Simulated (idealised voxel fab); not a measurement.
The process module that follows is named voxel quadruple lines.
The cross-section shown here is cut; it is 195 nm wide and divided into square cells measuring 5 nm on a side.
Just so we're on the same page, the cross-sections are grids of square cells, and they're listed out in bands top to bottom, each band one or more rows deep. Within each band entry, the heights of the top and of the bottom of the band appear first, in that order and in nm; the materials of the band then follow from left to right, each with its corresponding width in nm. The designation "all across" on a single material indicates that it fills the band from edge to edge; the designation "blank" indicates empty space. Heights are reckoned from 0. Under this level, the received wafer is all of one material. The bottommost band is open-ended downward, for example "top 0, no bottom". A width such as "30 to 40" changes by the same amount from each row of cells to the next, from the band's top row to its bottom row. "no alteration" -> step changed no cross-section cell. "Enclosed cavity list" contains a list of empty spaces, each no smaller than 8 cells and without an open way to the top, written in the form width x height at distance with the distance from the left edge and all three in nm. after a step's settings: what the simulator itself notes on the step. "overlay nm" denotes, for a step that has a mask, the displacement of the mask to the right of its planned place, with negative values corresponding to the left. How should the pairs below be read? Each gives the cross-section before one process step and the cross-section after it, the latter drawn only to the lowest band that changed; the step that lies between them, with its settings, appears under the pair. Does a pair pick up where the pair above left off? Only where its entry headed "Status quo ante" says so, since pairs can come from different runs of this module on the same starting wafer.
**Status quo ante**
	top 0, no bottom: Si all across
	Enclosed cavity list: none
**Structure After Step**
	top 5, bottom 0: Al2O3 all across
	For the remainder of the cross-section, below 0, there is no change.
	Enclosed cavity list: none
Intermediate step for the cross-sections above: CONFORMAL_DEP | material Al2O3 | thk nm 5
Status quo ante: For the state before this step, see the after cross-section of the pair located directly above.
**Structure After Step**
	top 15, bottom 5: W all across
	For the remainder of the cross-section, below 5, there is no change.
	Enclosed cavity list: none
Intermediate step for the cross-sections above: DIRECTIONAL_DEP | material W | thk nm 10
Status quo ante: For the state before this step, see the after cross-section of the pair located directly above.
**Structure After Step**
	top 30, bottom 15: polySi all across
	For the remainder of the cross-section, below 15, there is no change.
	Enclosed cavity list: none
Intermediate step for the cross-sections above: DIRECTIONAL_DEP | material polySi | thk nm 15
Status quo ante: For the state before this step, see the after cross-section of the pair located directly above.
**Structure After Step**
	top 55, bottom 30: aC all across
	For the remainder of the cross-section, below 30, there is no change.
	Enclosed cavity list: none
Intermediate step for the cross-sections above: DIRECTIONAL_DEP | material aC | thk nm 25
Status quo ante: For the state before this step, see the after cross-section of the pair located directly above.
**Structure After Step**
	top 90, bottom 55: blank (85) | resist (25) | blank (85)
	For the remainder of the cross-section, below 55, there is no change.
	Enclosed cavity list: none
Intermediate step for the cross-sections above: PATTERN | tone cover | mask id MANDREL | material resist | width nm 25 | thk nm 35 | overlay nm 0
Status quo ante: For the state before this step, see the after cross-section of the pair located directly above.
**Structure After Step**
	top 65, bottom 55: blank (85) | resist (25) | blank (85)
	top 55, bottom 30: blank (85) | aC (25) | blank (85)
	For the remainder of the cross-section, below 30, there is no change.
	Enclosed cavity list: none
Intermediate step for the cross-sections above: DIRECTIONAL_ETCH | etch materials aC | depth nm 25
Status quo ante: For the state before this step, see the after cross-section of the pair located directly above.
**Structure After Step**
	top 55, bottom 30: blank (85) | aC (25) | blank (85)
	For the remainder of the cross-section, below 30, there is no change.
	Enclosed cavity list: none
Intermediate step for the cross-sections above: STRIP | etch materials resist
Status quo ante: For the state before this step, see the after cross-section of the pair located directly above.
**Structure After Step**
	top 70, bottom 55: blank (70) | SiO2 (55) | blank (70)
	top 55, bottom 45: blank (70) | SiO2 (15) | aC (25) | SiO2 (15) | blank (70)
	top 45, bottom 30: SiO2 (85) | aC (25) | SiO2 (85)
	For the remainder of the cross-section, below 30, there is no change.
	Enclosed cavity list: none
Intermediate step for the cross-sections above: CONFORMAL_DEP | material SiO2 | thk nm 15
Status quo ante: For the state before this step, see the after cross-section of the pair located directly above.
**Structure After Step**
	top 55, bottom 30: blank (70) | SiO2 (15) | aC (25) | SiO2 (15) | blank (70)
	For the remainder of the cross-section, below 30, there is no change.
	Enclosed cavity list: none
Intermediate step for the cross-sections above: DIRECTIONAL_ETCH | etch materials SiO2 | depth nm 15
Status quo ante: For the state before this step, see the after cross-section of the pair located directly above.
**Structure After Step**
	top 55, bottom 30: blank (70) | SiO2 (15) | blank (25) | SiO2 (15) | blank (70)
	For the remainder of the cross-section, below 30, there is no change.
	Enclosed cavity list: none
Intermediate step for the cross-sections above: STRIP | etch materials aC
Status quo ante: For the state before this step, see the after cross-section of the pair located directly above.
**Structure After Step**
	top 55, bottom 30: blank (70) | SiO2 (15) | blank (25) | SiO2 (15) | blank (70)
	top 30, bottom 15: blank (70) | polySi (15) | blank (25) | polySi (15) | blank (70)
	For the remainder of the cross-section, below 15, there is no change.
	Enclosed cavity list: none
Intermediate step for the cross-sections above: DIRECTIONAL_ETCH | etch materials polySi | depth nm 15
Status quo ante: For the state before this step, see the after cross-section of the pair located directly above.
**Structure After Step**
	top 30, bottom 15: blank (70) | polySi (15) | blank (25) | polySi (15) | blank (70)
	For the remainder of the cross-section, below 15, there is no change.
	Enclosed cavity list: none
Intermediate step for the cross-sections above: STRIP | etch materials SiO2
Status quo ante: For the state before this step, see the after cross-section of the pair located directly above.
**Structure After Step**
	top 35, bottom 30: blank (65) | SiCN (25) | blank (15) | SiCN (25) | blank (65)
	top 30, bottom 20: blank (65) | SiCN (5) | polySi (15) | SiCN (5) | blank (15) | SiCN (5) | polySi (15) | SiCN (5) | blank (65)
	top 20, bottom 15: SiCN (70) | polySi (15) | SiCN (25) | polySi (15) | SiCN (70)
	For the remainder of the cross-section, below 15, there is no change.
	Enclosed cavity list: none
Intermediate step for the cross-sections above: CONFORMAL_DEP | material SiCN | thk nm 5
Status quo ante: For the state before this step, see the after cross-section of the pair located directly above.
**Structure After Step**
	top 30, bottom 15: blank (65) | SiCN (5) | polySi (15) | SiCN (5) | blank (15) | SiCN (5) | polySi (15) | SiCN (5) | blank (65)
	For the remainder of the cross-section, below 15, there is no change.
	Enclosed cavity list: none
Intermediate step for the cross-sections above: DIRECTIONAL_ETCH | etch materials SiCN | depth nm 5
Status quo ante: For the state before this step, see the after cross-section of the pair located directly above.
**Structure After Step**
	top 30, bottom 15: blank (65) | SiCN (5) | blank (15) | SiCN (5) | blank (15) | SiCN (5) | blank (15) | SiCN (5) | blank (65)
	For the remainder of the cross-section, below 15, there is no change.
	Enclosed cavity list: none
Intermediate step for the cross-sections above: STRIP | etch materials polySi
Status quo ante: For the state before this step, see the after cross-section of the pair located directly above.
**Structure After Step**
	top 30, bottom 15: blank (65) | SiCN (5) | blank (15) | SiCN (5) | blank (15) | SiCN (5) | blank (15) | SiCN (5) | blank (65)
	top 15, bottom 5: blank (65) | W (5) | blank (15) | W (5) | blank (15) | W (5) | blank (15) | W (5) | blank (65)
	For the remainder of the cross-section, below 5, there is no change.
	Enclosed cavity list: none
Intermediate step for the cross-sections above: DIRECTIONAL_ETCH | etch materials W | depth nm 10
Status quo ante: For the state before this step, see the after cross-section of the pair located directly above.
**Structure After Step**
	top 15, bottom 5: blank (65) | W (5) | blank (15) | W (5) | blank (15) | W (5) | blank (15) | W (5) | blank (65)
	For the remainder of the cross-section, below 5, there is no change.
	Enclosed cavity list: none
Intermediate step for the cross-sections above: STRIP | etch materials SiCN
Status quo ante: For the state before this step, see the after cross-section of the pair located directly above.
**Structure After Step**
	top 20, bottom 15: SiO2 all across
	top 15, bottom 5: SiO2 (65) | W (5) | SiO2 (15) | W (5) | SiO2 (15) | W (5) | SiO2 (15) | W (5) | SiO2 (65)
	For the remainder of the cross-section, below 5, there is no change.
	Enclosed cavity list: none
Intermediate step for the cross-sections above: FILL_DEP | material SiO2 | thk nm 5
Status quo ante: For the state before this step, see the after cross-section of the pair located directly above.
**Structure After Step**
	top 15, bottom 5: SiO2 (65) | W (5) | SiO2 (15) | W (5) | SiO2 (15) | W (5) | SiO2 (15) | W (5) | SiO2 (65)
	For the remainder of the cross-section, below 5, there is no change.
	Enclosed cavity list: none
Intermediate step for the cross-sections above: CMP | height nm 15
**Status quo ante**
	top 0, no bottom: Si all across
	Enclosed cavity list: none
**Structure After Step**
	top 10, bottom 0: W all across
	For the remainder of the cross-section, below 0, there is no change.
	Enclosed cavity list: none
Intermediate step for the cross-sections above: DIRECTIONAL_DEP | material W | thk nm 10
Status quo ante: For the state before this step, see the after cross-section of the pair located directly above.
**Structure After Step**
	top 25, bottom 10: polySi all across
	For the remainder of the cross-section, below 10, there is no change.
	Enclosed cavity list: none
Intermediate step for the cross-sections above: DIRECTIONAL_DEP | material polySi | thk nm 15
Status quo ante: For the state before this step, see the after cross-section of the pair located directly above.
**Structure After Step**
	top 50, bottom 25: aC all across
	For the remainder of the cross-section, below 25, there is no change.
	Enclosed cavity list: none
Intermediate step for the cross-sections above: DIRECTIONAL_DEP | material aC | thk nm 25
Status quo ante: For the state before this step, see the after cross-section of the pair located directly above.
**Structure After Step**
	top 85, bottom 50: blank (85) | resist (25) | blank (85)
	For the remainder of the cross-section, below 50, there is no change.
	Enclosed cavity list: none
Intermediate step for the cross-sections above: PATTERN | tone cover | mask id MANDREL | material resist | width nm 25 | thk nm 35 | overlay nm 0
Status quo ante: For the state before this step, see the after cross-section of the pair located directly above.
**Structure After Step**
	top 60, bottom 50: blank (85) | resist (25) | blank (85)
	top 50, bottom 25: blank (85) | aC (25) | blank (85)
	For the remainder of the cross-section, below 25, there is no change.
	Enclosed cavity list: none
Intermediate step for the cross-sections above: DIRECTIONAL_ETCH | etch materials aC | depth nm 25
Status quo ante: For the state before this step, see the after cross-section of the pair located directly above.
**Structure After Step**
	top 50, bottom 25: blank (85) | aC (25) | blank (85)
	For the remainder of the cross-section, below 25, there is no change.
	Enclosed cavity list: none
Intermediate step for the cross-sections above: STRIP | etch materials resist
Status quo ante: For the state before this step, see the after cross-section of the pair located directly above.
**Structure After Step**
	top 65, bottom 50: blank (70) | SiO2 (55) | blank (70)
	top 50, bottom 40: blank (70) | SiO2 (15) | aC (25) | SiO2 (15) | blank (70)
	top 40, bottom 25: SiO2 (85) | aC (25) | SiO2 (85)
	For the remainder of the cross-section, below 25, there is no change.
	Enclosed cavity list: none
Intermediate step for the cross-sections above: CONFORMAL_DEP | material SiO2 | thk nm 15
Status quo ante: For the state before this step, see the after cross-section of the pair located directly above.
**Structure After Step**
	top 50, bottom 25: blank (70) | SiO2 (15) | aC (25) | SiO2 (15) | blank (70)
	For the remainder of the cross-section, below 25, there is no change.
	Enclosed cavity list: none
Intermediate step for the cross-sections above: DIRECTIONAL_ETCH | etch materials SiO2 | depth nm 15
Status quo ante: For the state before this step, see the after cross-section of the pair located directly above.
**Structure After Step**
	top 50, bottom 25: blank (70) | SiO2 (15) | blank (25) | SiO2 (15) | blank (70)
	For the remainder of the cross-section, below 25, there is no change.
	Enclosed cavity list: none
Intermediate step for the cross-sections above: STRIP | etch materials aC
Status quo ante: For the state before this step, see the after cross-section of the pair located directly above.
**Structure After Step**
	top 50, bottom 25: blank (70) | SiO2 (15) | blank (25) | SiO2 (15) | blank (70)
	top 25, bottom 10: blank (70) | polySi (15) | blank (25) | polySi (15) | blank (70)
	For the remainder of the cross-section, below 10, there is no change.
	Enclosed cavity list: none
Intermediate step for the cross-sections above: DIRECTIONAL_ETCH | etch materials polySi | depth nm 15
Status quo ante: For the state before this step, see the after cross-section of the pair located directly above.
**Structure After Step**
	top 25, bottom 10: blank (70) | polySi (15) | blank (25) | polySi (15) | blank (70)
	For the remainder of the cross-section, below 10, there is no change.
	Enclosed cavity list: none
Intermediate step for the cross-sections above: STRIP | etch materials SiO2
Status quo ante: For the state before this step, see the after cross-section of the pair located directly above.
**Structure After Step**
	top 30, bottom 25: blank (65) | SiCN (25) | blank (15) | SiCN (25) | blank (65)
	top 25, bottom 15: blank (65) | SiCN (5) | polySi (15) | SiCN (5) | blank (15) | SiCN (5) | polySi (15) | SiCN (5) | blank (65)
	top 15, bottom 10: SiCN (70) | polySi (15) | SiCN (25) | polySi (15) | SiCN (70)
	For the remainder of the cross-section, below 10, there is no change.
	Enclosed cavity list: none
Intermediate step for the cross-sections above: CONFORMAL_DEP | material SiCN | thk nm 5
Status quo ante: For the state before this step, see the after cross-section of the pair located directly above.
**Structure After Step**
	top 25, bottom 10: blank (65) | SiCN (5) | polySi (15) | SiCN (5) | blank (15) | SiCN (5) | polySi (15) | SiCN (5) | blank (65)
	For the remainder of the cross-section, below 10, there is no change.
	Enclosed cavity list: none
Intermediate step for the cross-sections above: DIRECTIONAL_ETCH | etch materials SiCN | depth nm 5
Status quo ante: For the state before this step, see the after cross-section of the pair located directly above.
**Structure After Step**
	top 25, bottom 10: blank (65) | SiCN (5) | blank (15) | SiCN (5) | blank (15) | SiCN (5) | blank (15) | SiCN (5) | blank (65)
	For the remainder of the cross-section, below 10, there is no change.
	Enclosed cavity list: none
Intermediate step for the cross-sections above: STRIP | etch materials polySi
Status quo ante: For the state before this step, see the after cross-section of the pair located directly above.
**Structure After Step**
	top 25, bottom 10: blank (65) | SiCN (5) | blank (15) | SiCN (5) | blank (15) | SiCN (5) | blank (15) | SiCN (5) | blank (65)
	top 10, bottom 0: blank (65) | W (5) | blank (15) | W (5) | blank (15) | W (5) | blank (15) | W (5) | blank (65)
	For the remainder of the cross-section, below 0, there is no change.
	Enclosed cavity list: none
Intermediate step for the cross-sections above: DIRECTIONAL_ETCH | etch materials W | depth nm 10
Status quo ante: For the state before this step, see the after cross-section of the pair located directly above.
**Structure After Step**
	top 10, bottom 0: blank (65) | W (5) | blank (15) | W (5) | blank (15) | W (5) | blank (15) | W (5) | blank (65)
	For the remainder of the cross-section, below 0, there is no change.
	Enclosed cavity list: none
Intermediate step for the cross-sections above: STRIP | etch materials SiCN
Status quo ante: For the state before this step, see the after cross-section of the pair located directly above.
**Structure After Step**
	top 15, bottom 10: SiO2 all across
	top 10, bottom 0: SiO2 (65) | W (5) | SiO2 (15) | W (5) | SiO2 (15) | W (5) | SiO2 (15) | W (5) | SiO2 (65)
	For the remainder of the cross-section, below 0, there is no change.
	Enclosed cavity list: none
Intermediate step for the cross-sections above: FILL_DEP | material SiO2 | thk nm 5
**Status quo ante**
	top 5, bottom 0: Al2O3 all across
	top 0, no bottom: Si all across
	Enclosed cavity list: none
**Structure After Step**
	top 20, bottom 5: polySi all across
	For the remainder of the cross-section, below 5, there is no change.
	Enclosed cavity list: none
Intermediate step for the cross-sections above: DIRECTIONAL_DEP | material polySi | thk nm 15
Status quo ante: For the state before this step, see the after cross-section of the pair located directly above.
**Structure After Step**
	top 30, bottom 20: W all across
	For the remainder of the cross-section, below 20, there is no change.
	Enclosed cavity list: none
Intermediate step for the cross-sections above: DIRECTIONAL_DEP | material W | thk nm 10
Status quo ante: For the state before this step, see the after cross-section of the pair located directly above.
**Structure After Step**
	top 55, bottom 30: aC all across
	For the remainder of the cross-section, below 30, there is no change.
	Enclosed cavity list: none
Intermediate step for the cross-sections above: DIRECTIONAL_DEP | material aC | thk nm 25
Status quo ante: For the state before this step, see the after cross-section of the pair located directly above.
**Structure After Step**
	top 90, bottom 55: blank (85) | resist (25) | blank (85)
	For the remainder of the cross-section, below 55, there is no change.
	Enclosed cavity list: none
Intermediate step for the cross-sections above: PATTERN | tone cover | mask id MANDREL | material resist | width nm 25 | thk nm 35 | overlay nm 0
Status quo ante: For the state before this step, see the after cross-section of the pair located directly above.
**Structure After Step**
	top 65, bottom 55: blank (85) | resist (25) | blank (85)
	top 55, bottom 30: blank (85) | aC (25) | blank (85)
	For the remainder of the cross-section, below 30, there is no change.
	Enclosed cavity list: none
Intermediate step for the cross-sections above: DIRECTIONAL_ETCH | etch materials aC | depth nm 25
Status quo ante: For the state before this step, see the after cross-section of the pair located directly above.
**Structure After Step**
	top 55, bottom 30: blank (85) | aC (25) | blank (85)
	For the remainder of the cross-section, below 30, there is no change.
	Enclosed cavity list: none
Intermediate step for the cross-sections above: STRIP | etch materials resist
Status quo ante: For the state before this step, see the after cross-section of the pair located directly above.
**Structure After Step**
	top 70, bottom 55: blank (70) | SiO2 (55) | blank (70)
	top 55, bottom 45: blank (70) | SiO2 (15) | aC (25) | SiO2 (15) | blank (70)
	top 45, bottom 30: SiO2 (85) | aC (25) | SiO2 (85)
	For the remainder of the cross-section, below 30, there is no change.
	Enclosed cavity list: none
Intermediate step for the cross-sections above: CONFORMAL_DEP | material SiO2 | thk nm 15
Status quo ante: For the state before this step, see the after cross-section of the pair located directly above.
**Structure After Step**
	top 55, bottom 30: blank (70) | SiO2 (15) | aC (25) | SiO2 (15) | blank (70)
	For the remainder of the cross-section, below 30, there is no change.
	Enclosed cavity list: none
Intermediate step for the cross-sections above: DIRECTIONAL_ETCH | etch materials SiO2 | depth nm 15
Status quo ante: For the state before this step, see the after cross-section of the pair located directly above.
**Structure After Step**
	top 55, bottom 30: blank (70) | SiO2 (15) | blank (25) | SiO2 (15) | blank (70)
	For the remainder of the cross-section, below 30, there is no change.
	Enclosed cavity list: none
Intermediate step for the cross-sections above: STRIP | etch materials aC
Status quo ante: For the state before this step, see the after cross-section of the pair located directly above.
**Structure After Step**
	top 30, bottom 20: W all across
	For the remainder of the cross-section, below 20, there is no change.
	Enclosed cavity list: none
Intermediate step for the cross-sections above: STRIP | etch materials SiO2
Status quo ante: For the state before this step, see the after cross-section of the pair located directly above.
**Structure After Step**
	top 35, bottom 30: SiCN all across
	For the remainder of the cross-section, below 30, there is no change.
	Enclosed cavity list: none
Intermediate step for the cross-sections above: CONFORMAL_DEP | material SiCN | thk nm 5
Status quo ante: For the state before this step, see the after cross-section of the pair located directly above.
**Structure After Step**
	top 30, bottom 20: W all across
	For the remainder of the cross-section, below 20, there is no change.
	Enclosed cavity list: none
Intermediate step for the cross-sections above: DIRECTIONAL_ETCH | etch materials SiCN | depth nm 5
Status quo ante: For the state before this step, see the after cross-section of the pair located directly above.
**Structure After Step**
	top 20, bottom 5: polySi all across
	For the remainder of the cross-section, below 5, there is no change.
	Enclosed cavity list: none
Intermediate step for the cross-sections above: DIRECTIONAL_ETCH | etch materials W | depth nm 10
Status quo ante: For the state before this step, see the after cross-section of the pair located directly above.
**Structure After Step**
	top 25, bottom 20: SiO2 all across
	For the remainder of the cross-section, below 20, there is no change.
	Enclosed cavity list: none
Intermediate step for the cross-sections above: FILL_DEP | material SiO2 | thk nm 5
Status quo ante: For the state before this step, see the after cross-section of the pair located directly above.
**Structure After Step**
	top 15, bottom 5: polySi all across
	For the remainder of the cross-section, below 5, there is no change.
	Enclosed cavity list: none
Intermediate step for the cross-sections above: CMP | height nm 15
**Status quo ante**
	top 55, bottom 30: blank (85) | aC (25) | blank (85)
	top 30, bottom 15: polySi all across
	top 15, bottom 5: W all across
	top 5, bottom 0: Al2O3 all across
	top 0, no bottom: Si all across
	Enclosed cavity list: none
**Structure After Step**
	top 60, bottom 55: blank (80) | SiO2 (35) | blank (80)
	top 55, bottom 35: blank (80) | SiO2 (5) | aC (25) | SiO2 (5) | blank (80)
	top 35, bottom 30: SiO2 (85) | aC (25) | SiO2 (85)
	For the remainder of the cross-section, below 30, there is no change.
	Enclosed cavity list: none
Intermediate step for the cross-sections above: CONFORMAL_DEP | material SiO2 | thk nm 5
Status quo ante: For the state before this step, see the after cross-section of the pair located directly above.
**Structure After Step**
	top 55, bottom 45: blank (85) | aC (25) | blank (85)
	top 45, bottom 30: blank (80) | SiO2 (5) | aC (25) | SiO2 (5) | blank (80)
	For the remainder of the cross-section, below 30, there is no change.
	Enclosed cavity list: none
Intermediate step for the cross-sections above: DIRECTIONAL_ETCH | etch materials SiO2 | depth nm 15
Status quo ante: For the state before this step, see the after cross-section of the pair located directly above.
**Structure After Step**
	top 45, bottom 30: blank (80) | SiO2 (5) | blank (25) | SiO2 (5) | blank (80)
	For the remainder of the cross-section, below 30, there is no change.
	Enclosed cavity list: none
Intermediate step for the cross-sections above: STRIP | etch materials aC
Status quo ante: For the state before this step, see the after cross-section of the pair located directly above.
**Structure After Step**
	top 45, bottom 30: blank (80) | SiO2 (5) | blank (25) | SiO2 (5) | blank (80)
	top 30, bottom 15: blank (80) | polySi (5) | blank (25) | polySi (5) | blank (80)
	For the remainder of the cross-section, below 15, there is no change.
	Enclosed cavity list: none
Intermediate step for the cross-sections above: DIRECTIONAL_ETCH | etch materials polySi | depth nm 15
Status quo ante: For the state before this step, see the after cross-section of the pair located directly above.
**Structure After Step**
	top 30, bottom 15: blank (80) | polySi (5) | blank (25) | polySi (5) | blank (80)
	For the remainder of the cross-section, below 15, there is no change.
	Enclosed cavity list: none
Intermediate step for the cross-sections above: STRIP | etch materials SiO2
Status quo ante: For the state before this step, see the after cross-section of the pair located directly above.
**Structure After Step**
	top 35, bottom 30: blank (75) | SiCN (15) | blank (15) | SiCN (15) | blank (75)
	top 30, bottom 20: blank (75) | SiCN (5) | polySi (5) | SiCN (5) | blank (15) | SiCN (5) | polySi (5) | SiCN (5) | blank (75)
	top 20, bottom 15: SiCN (80) | polySi (5) | SiCN (25) | polySi (5) | SiCN (80)
	For the remainder of the cross-section, below 15, there is no change.
	Enclosed cavity list: none
Intermediate step for the cross-sections above: CONFORMAL_DEP | material SiCN | thk nm 5
Status quo ante: For the state before this step, see the after cross-section of the pair located directly above.
**Structure After Step**
	top 30, bottom 15: blank (75) | SiCN (5) | polySi (5) | SiCN (5) | blank (15) | SiCN (5) | polySi (5) | SiCN (5) | blank (75)
	For the remainder of the cross-section, below 15, there is no change.
	Enclosed cavity list: none
Intermediate step for the cross-sections above: DIRECTIONAL_ETCH | etch materials SiCN | depth nm 5
Status quo ante: For the state before this step, see the after cross-section of the pair located directly above.
**Structure After Step**
	top 30, bottom 15: blank (75) | SiCN (5) | blank (5) | SiCN (5) | blank (15) | SiCN (5) | blank (5) | SiCN (5) | blank (75)
	For the remainder of the cross-section, below 15, there is no change.
	Enclosed cavity list: none
Intermediate step for the cross-sections above: STRIP | etch materials polySi
Status quo ante: For the state before this step, see the after cross-section of the pair located directly above.
**Structure After Step**
	top 30, bottom 15: blank (75) | SiCN (5) | blank (5) | SiCN (5) | blank (15) | SiCN (5) | blank (5) | SiCN (5) | blank (75)
	top 15, bottom 5: blank (75) | W (5) | blank (5) | W (5) | blank (15) | W (5) | blank (5) | W (5) | blank (75)
	For the remainder of the cross-section, below 5, there is no change.
	Enclosed cavity list: none
Intermediate step for the cross-sections above: DIRECTIONAL_ETCH | etch materials W | depth nm 10
Status quo ante: For the state before this step, see the after cross-section of the pair located directly above.
**Structure After Step**
	top 15, bottom 5: blank (75) | W (5) | blank (5) | W (5) | blank (15) | W (5) | blank (5) | W (5) | blank (75)
	For the remainder of the cross-section, below 5, there is no change.
	Enclosed cavity list: none
Intermediate step for the cross-sections above: STRIP | etch materials SiCN
Status quo ante: For the state before this step, see the after cross-section of the pair located directly above.
**Structure After Step**
	top 20, bottom 15: SiO2 all across
	top 15, bottom 5: SiO2 (75) | W (5) | SiO2 (5) | W (5) | SiO2 (15) | W (5) | SiO2 (5) | W (5) | SiO2 (75)
	For the remainder of the cross-section, below 5, there is no change.
	Enclosed cavity list: none
Intermediate step for the cross-sections above: FILL_DEP | material SiO2 | thk nm 5
Status quo ante: For the state before this step, see the after cross-section of the pair located directly above.
**Structure After Step**
	top 15, bottom 5: SiO2 (75) | W (5) | SiO2 (5) | W (5) | SiO2 (15) | W (5) | SiO2 (5) | W (5) | SiO2 (75)
	For the remainder of the cross-section, below 5, there is no change.
	Enclosed cavity list: none
Intermediate step for the cross-sections above: CMP | height nm 15
**Status quo ante**
	top 55, bottom 30: aC all across
	top 30, bottom 15: polySi all across
	top 15, bottom 5: W all across
	top 5, bottom 0: Al2O3 all across
	top 0, no bottom: Si all across
	Enclosed cavity list: none
**Structure After Step**
	top 90, bottom 55: blank (90) | resist (15) | blank (90)
	For the remainder of the cross-section, below 55, there is no change.
	Enclosed cavity list: none
Intermediate step for the cross-sections above: PATTERN | tone cover | mask id MANDREL | material resist | width nm 15 | thk nm 35 | overlay nm 0
Status quo ante: For the state before this step, see the after cross-section of the pair located directly above.
**Structure After Step**
	top 65, bottom 55: blank (90) | resist (15) | blank (90)
	top 55, bottom 30: blank (90) | aC (15) | blank (90)
	For the remainder of the cross-section, below 30, there is no change.
	Enclosed cavity list: none
Intermediate step for the cross-sections above: DIRECTIONAL_ETCH | etch materials aC | depth nm 25
Status quo ante: For the state before this step, see the after cross-section of the pair located directly above.
**Structure After Step**
	top 55, bottom 30: blank (90) | aC (15) | blank (90)
	For the remainder of the cross-section, below 30, there is no change.
	Enclosed cavity list: none
Intermediate step for the cross-sections above: STRIP | etch materials resist
Status quo ante: For the state before this step, see the after cross-section of the pair located directly above.
**Structure After Step**
	top 70, bottom 55: blank (75) | SiO2 (45) | blank (75)
	top 55, bottom 45: blank (75) | SiO2 (15) | aC (15) | SiO2 (15) | blank (75)
	top 45, bottom 30: SiO2 (90) | aC (15) | SiO2 (90)
	For the remainder of the cross-section, below 30, there is no change.
	Enclosed cavity list: none
Intermediate step for the cross-sections above: CONFORMAL_DEP | material SiO2 | thk nm 15
Status quo ante: For the state before this step, see the after cross-section of the pair located directly above.
**Structure After Step**
	top 55, bottom 30: blank (75) | SiO2 (15) | aC (15) | SiO2 (15) | blank (75)
	For the remainder of the cross-section, below 30, there is no change.
	Enclosed cavity list: none
Intermediate step for the cross-sections above: DIRECTIONAL_ETCH | etch materials SiO2 | depth nm 15
Status quo ante: For the state before this step, see the after cross-section of the pair located directly above.
**Structure After Step**
	top 55, bottom 30: blank (75) | SiO2 (15) | blank (15) | SiO2 (15) | blank (75)
	For the remainder of the cross-section, below 30, there is no change.
	Enclosed cavity list: none
Intermediate step for the cross-sections above: STRIP | etch materials aC
Status quo ante: For the state before this step, see the after cross-section of the pair located directly above.
**Structure After Step**
	top 55, bottom 30: blank (75) | SiO2 (15) | blank (15) | SiO2 (15) | blank (75)
	top 30, bottom 15: blank (75) | polySi (15) | blank (15) | polySi (15) | blank (75)
	For the remainder of the cross-section, below 15, there is no change.
	Enclosed cavity list: none
Intermediate step for the cross-sections above: DIRECTIONAL_ETCH | etch materials polySi | depth nm 15
Status quo ante: For the state before this step, see the after cross-section of the pair located directly above.
**Structure After Step**
	top 30, bottom 15: blank (75) | polySi (15) | blank (15) | polySi (15) | blank (75)
	For the remainder of the cross-section, below 15, there is no change.
	Enclosed cavity list: none
Intermediate step for the cross-sections above: STRIP | etch materials SiO2
Status quo ante: For the state before this step, see the after cross-section of the pair located directly above.
**Structure After Step**
	top 35, bottom 30: blank (70) | SiCN (25) | blank (5) | SiCN (25) | blank (70)
	top 30, bottom 20: blank (70) | SiCN (5) | polySi (15) | SiCN (5) | blank (5) | SiCN (5) | polySi (15) | SiCN (5) | blank (70)
	top 20, bottom 15: SiCN (75) | polySi (15) | SiCN (15) | polySi (15) | SiCN (75)
	For the remainder of the cross-section, below 15, there is no change.
	Enclosed cavity list: none
Intermediate step for the cross-sections above: CONFORMAL_DEP | material SiCN | thk nm 5
Status quo ante: For the state before this step, see the after cross-section of the pair located directly above.
**Structure After Step**
	top 30, bottom 15: blank (70) | SiCN (5) | polySi (15) | SiCN (5) | blank (5) | SiCN (5) | polySi (15) | SiCN (5) | blank (70)
	For the remainder of the cross-section, below 15, there is no change.
	Enclosed cavity list: none
Intermediate step for the cross-sections above: DIRECTIONAL_ETCH | etch materials SiCN | depth nm 5
Status quo ante: For the state before this step, see the after cross-section of the pair located directly above.
**Structure After Step**
	top 30, bottom 15: blank (70) | SiCN (5) | blank (15) | SiCN (5) | blank (5) | SiCN (5) | blank (15) | SiCN (5) | blank (70)
	For the remainder of the cross-section, below 15, there is no change.
	Enclosed cavity list: none
Intermediate step for the cross-sections above: STRIP | etch materials polySi
Status quo ante: For the state before this step, see the after cross-section of the pair located directly above.
**Structure After Step**
	top 30, bottom 15: blank (70) | SiCN (5) | blank (15) | SiCN (5) | blank (5) | SiCN (5) | blank (15) | SiCN (5) | blank (70)
	top 15, bottom 5: blank (70) | W (5) | blank (15) | W (5) | blank (5) | W (5) | blank (15) | W (5) | blank (70)
	For the remainder of the cross-section, below 5, there is no change.
	Enclosed cavity list: none
Intermediate step for the cross-sections above: DIRECTIONAL_ETCH | etch materials W | depth nm 10
Status quo ante: For the state before this step, see the after cross-section of the pair located directly above.
**Structure After Step**
	top 15, bottom 5: blank (70) | W (5) | blank (15) | W (5) | blank (5) | W (5) | blank (15) | W (5) | blank (70)
	For the remainder of the cross-section, below 5, there is no change.
	Enclosed cavity list: none
Intermediate step for the cross-sections above: STRIP | etch materials SiCN
Status quo ante: For the state before this step, see the after cross-section of the pair located directly above.
**Structure After Step**
	top 20, bottom 15: SiO2 all across
	top 15, bottom 5: SiO2 (70) | W (5) | SiO2 (15) | W (5) | SiO2 (5) | W (5) | SiO2 (15) | W (5) | SiO2 (70)
	For the remainder of the cross-section, below 5, there is no change.
	Enclosed cavity list: none
Intermediate step for the cross-sections above: FILL_DEP | material SiO2 | thk nm 5
Status quo ante: For the state before this step, see the after cross-section of the pair located directly above.
**Structure After Step**
	top 15, bottom 5: SiO2 (70) | W (5) | SiO2 (15) | W (5) | SiO2 (5) | W (5) | SiO2 (15) | W (5) | SiO2 (70)
	For the remainder of the cross-section, below 5, there is no change.
	Enclosed cavity list: none
Intermediate step for the cross-sections above: CMP | height nm 15
**Status quo ante**
	top 55, bottom 30: aC all across
	top 30, bottom 15: polySi all across
	top 15, bottom 5: W all across
	top 5, bottom 0: Al2O3 all across
	top 0, no bottom: Si all across
	Enclosed cavity list: none
**Structure After Step**
	top 90, bottom 55: blank (90) | resist (25) | blank (80)
	For the remainder of the cross-section, below 55, there is no change.
	Enclosed cavity list: none
Intermediate step for the cross-sections above: PATTERN | tone cover | mask id MANDREL | material resist | width nm 25 | thk nm 35 | overlay nm 5
Status quo ante: For the state before this step, see the after cross-section of the pair located directly above.
**Structure After Step**
	top 65, bottom 55: blank (90) | resist (25) | blank (80)
	top 55, bottom 30: blank (90) | aC (25) | blank (80)
	For the remainder of the cross-section, below 30, there is no change.
	Enclosed cavity list: none
Intermediate step for the cross-sections above: DIRECTIONAL_ETCH | etch materials aC | depth nm 25
Status quo ante: For the state before this step, see the after cross-section of the pair located directly above.
**Structure After Step**
	top 55, bottom 30: blank (90) | aC (25) | blank (80)
	For the remainder of the cross-section, below 30, there is no change.
	Enclosed cavity list: none
Intermediate step for the cross-sections above: STRIP | etch materials resist
